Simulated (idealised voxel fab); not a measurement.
Process module name: voxel double patterning
The cross-section shown here is cut; it is 215 nm wide and divided into square cells measuring 5 nm on a side.
Bands, listed from the top down, are how a cross-section gets written in this document; the cross-section itself is a grid of square cells, and a band is one or more rows of them.
Band: top height; bottom height; in nm. Then, left to right: material with width in nm, for each material. "full width": a single material spanning edge to edge. "blank": empty space.
Where do heights start? At 0: under that level the wafer as delivered is made of one material only. And the lowest band has no floor; it just carries on downward, as in "0 and below".
Per-row width for "30..40": begins at first number (top row of band), ends at second number (bottom row), increment between rows held constant.
The cross-section has no changed cell in any step marked "no alterations made".
This entry, "Enclosed void list", enumerates those empty regions of no fewer than 8 cells that possess no open connection to the top. Each region is reported in the form width x height at distance, the distance being taken from the left edge, with all three quantities expressed in nm.
If you see something after the settings on a step's line, that's the simulator's own remark about that step.
You can add "overlay nm" to a step's line. For a step with a mask, it describes how far the mask lay to the right of its planned position, and a negative number describes a lay to the left.

# Process steps - plan
step 1: RECEIVE [material Si]
step 2: CONFORMAL_DEP [material SiO2] [thk nm 5]
step 3: DIRECTIONAL_DEP [material TiN] [thk nm 20]
step 4: DIRECTIONAL_DEP [material SiCN] [thk nm 5]
step 5: PATTERN [tone open] [mask id FIRST] [material resist] [width nm 15] [pitch nm 50] [thk nm 15] [overlay nm 0]
step 6: DIRECTIONAL_ETCH [etch materials SiCN] [depth nm 5]
step 7: STRIP [etch materials resist]
step 8: PATTERN [tone open] [mask id SECOND] [material resist] [width nm 15] [thk nm 20] [overlay nm 0]
step 9: DIRECTIONAL_ETCH [etch materials SiCN] [depth nm 5]
step 10: STRIP [etch materials resist]
step 11: DIRECTIONAL_ETCH [etch materials TiN] [depth nm 20]
step 12: STRIP [etch materials SiCN]

# Delivered wafer in cross-section: state after step 1
- 0 and below  Si full width
- Enclosed void list: none

# Wafer at module end, in section. Began as above, planned as above, run with one mistake
- 25 down to 5  TiN (70), then blank (25), then TiN (5), then blank (15), then TiN (5), then blank (25), then TiN (70)
- 5 down to 0  SiO2 full width
- 0 and below  Si full width
- Enclosed void list: none
Deviation noted in wafer processing: step 5 did not use the planned setting and instead ran as PATTERN [tone open] [mask id FIRST] [material resist] [width nm 25] [pitch nm 50] [thk nm 15] [overlay nm 0]
